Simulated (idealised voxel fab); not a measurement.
Title: Process Module voxel tone inversion
This is section cut - it's 255 nm across, gridded in 5 nm square cells.
A cross-section in this document is a grid of square cells, and it is written down as bands, the top band listed before the ones below it; a band is made up of one or more rows of cells. Heads up on the band format: heights come first, top then bottom, in nm. After that it's the materials left to right, each with its width in nm. A single material flagged "everywhere" fills the whole band edge to edge, and "empty" means there's empty space there. Height datum 0, below which the as-received substrate wafer is one material. Lowest band open at the bottom, running downward: "from 0 down". When a width is written as two numbers, as in "30 to 40", the first number is the width in the top row of cells of the band and the second is the width in its bottom row, and the width changes by the same amount from each row to the next. It should be understood that the words "nothing was modified", when stated for a given step, signify that the cross-section underwent no change in any of its cells during that step. The entry titled "Trapped voids" provides the empty spaces that have no open way to the top, restricted to those of 8 cells or more. Each is presented as width x height at distance, the distance being measured from the left edge, with all three in nm. The remark found on a step's line after its settings is issued by the simulator itself and pertains to that step. The "overlay nm" setting may appear on a step's line; for a step that uses a mask, it gives how far to the right of its planned position the mask lay, and a negative value indicates the left.
# These are the steps we planned for the process
- 1: RECEIVE with material Si
- 2: CONFORMAL_DEP with material SiCN, thk nm 5
- 3: DIRECTIONAL_DEP with material polySi, thk nm 15
- 4: PATTERN with tone cover, mask id POSTS, material resist, width nm 25, pitch nm 45, thk nm 20, overlay nm 0
- 5: DIRECTIONAL_ETCH with etch materials polySi, depth nm 15
- 6: STRIP with etch materials resist
- 7: FILL_DEP with material lowk, thk nm 5
- 8: CMP with height nm 20
- 9: STRIP with etch materials polySi
- 10: CONFORMAL_DEP with material TiN, thk nm 5
- 11: FILL_DEP with material Ru, thk nm 10
- 12: CMP with height nm 20
- 13: CONFORMAL_DEP with material SiCN, thk nm 5
# Account of the first of two wafers, which was processed as intended
# Cross-section: wafer on arrival = after step 1
from 0 down: Si everywhere
Trapped voids: none
# Cross-section of the wafer after step 2
from 5 to 0: SiCN everywhere
Nothing below the height 0 has changed.
# Cross-section of the wafer after step 3
from 20 to 5: polySi everywhere
Nothing below the height 5 has changed.
# Cross-section of the wafer after step 4
from 40 to 20: empty: 90  resist: 25  empty: 20  resist: 25  empty: 95
Nothing below the height 20 has changed.
# Cross-section of the wafer after step 5
from 40 to 20: empty: 90  resist: 25  empty: 20  resist: 25  empty: 95
from 20 to 5: empty: 90  polySi: 25  empty: 20  polySi: 25  empty: 95
Nothing below the height 5 has changed.
# Cross-section of the wafer after step 6
from 20 to 5: empty: 90  polySi: 25  empty: 20  polySi: 25  empty: 95
Nothing below the height 5 has changed.
# Cross-section of the wafer after step 7
from 25 to 20: lowk everywhere
from 20 to 5: lowk: 90  polySi: 25  lowk: 20  polySi: 25  lowk: 95
Nothing below the height 5 has changed.
# Cross-section of the wafer after step 8
from 20 to 5: lowk: 90  polySi: 25  lowk: 20  polySi: 25  lowk: 95
Nothing below the height 5 has changed.
# Cross-section of the wafer after step 9
from 20 to 5: lowk: 90  empty: 25  lowk: 20  empty: 25  lowk: 95
Nothing below the height 5 has changed.
# Cross-section of the wafer after step 10
from 25 to 20: TiN: 95  empty: 15  TiN: 30  empty: 15  TiN: 100
from 20 to 10: lowk: 90  TiN: 5  empty: 15  TiN: 5  lowk: 20  TiN: 5  empty: 15  TiN: 5  lowk: 95
from 10 to 5: lowk: 90  TiN: 25  lowk: 20  TiN: 25  lowk: 95
Nothing below the height 5 has changed.
# Cross-section of the wafer after step 11
from 35 to 25: Ru everywhere
from 25 to 20: TiN: 95  Ru: 15  TiN: 30  Ru: 15  TiN: 100
from 20 to 10: lowk: 90  TiN: 5  Ru: 15  TiN: 5  lowk: 20  TiN: 5  Ru: 15  TiN: 5  lowk: 95
Nothing below the height 10 has changed.
# Cross-section of the wafer after step 12
from 20 to 10: lowk: 90  TiN: 5  Ru: 15  TiN: 5  lowk: 20  TiN: 5  Ru: 15  TiN: 5  lowk: 95
Nothing below the height 10 has changed.
# Cross-section of the wafer after step 13
from 25 to 20: SiCN everywhere
Nothing below the height 20 has changed.
# Wafer two: like wafer one in start and plan, but with one mistake in execution; identical up to and including step 4
# X-section, second wafer, when step 5 was due to finish
from 40 to 20: empty: 90  resist: 25  empty: 20  resist: 25  empty: 95
from 20 to 5: empty: 90  polySi: 25  empty: 20  polySi: 25  empty: 95
Nothing below the height 5 has changed.
# X-section, second wafer, when step 6 was due to finish
from 20 to 5: empty: 90  polySi: 25  empty: 20  polySi: 25  empty: 95
Nothing below the height 5 has changed.
# X-section, second wafer, when step 7 was due to finish
from 25 to 20: lowk everywhere
from 20 to 5: lowk: 90  polySi: 25  lowk: 20  polySi: 25  lowk: 95
Nothing below the height 5 has changed.
# X-section, second wafer, when step 8 was due to finish
from 20 to 5: lowk: 90  polySi: 25  lowk: 20  polySi: 25  lowk: 95
Nothing below the height 5 has changed.
# X-section, second wafer, when step 9 was due to finish
from 20 to 5: lowk: 90  empty: 25  lowk: 20  empty: 25  lowk: 95
Nothing below the height 5 has changed.
# X-section, second wafer, when step 10 was due to finish
from 25 to 20: TiN: 95  empty: 15  TiN: 30  empty: 15  TiN: 100
from 20 to 10: lowk: 90  TiN: 5  empty: 15  TiN: 5  lowk: 20  TiN: 5  empty: 15  TiN: 5  lowk: 95
from 10 to 5: lowk: 90  TiN: 25  lowk: 20  TiN: 25  lowk: 95
Nothing below the height 5 has changed.
# X-section, second wafer, when step 11 was due to finish
from 35 to 25: Ru everywhere
from 25 to 20: TiN: 95  Ru: 15  TiN: 30  Ru: 15  TiN: 100
from 20 to 10: lowk: 90  TiN: 5  Ru: 15  TiN: 5  lowk: 20  TiN: 5  Ru: 15  TiN: 5  lowk: 95
Nothing below the height 10 has changed.
# X-section, second wafer, when step 12 was due to finish
from 20 to 10: lowk: 90  TiN: 5  Ru: 15  TiN: 5  lowk: 20  TiN: 5  Ru: 15  TiN: 5  lowk: 95
Nothing below the height 10 has changed.
# X-section, second wafer, when step 13 was due to finish
from 25 to 20: SiCN everywhere
Nothing below the height 20 has changed.
Deviation noted in wafer processing: step 5 from the plan got run twice
The final cross-section is the same for the two wafers, so this model computes the same thing whether or not the mistake was made.
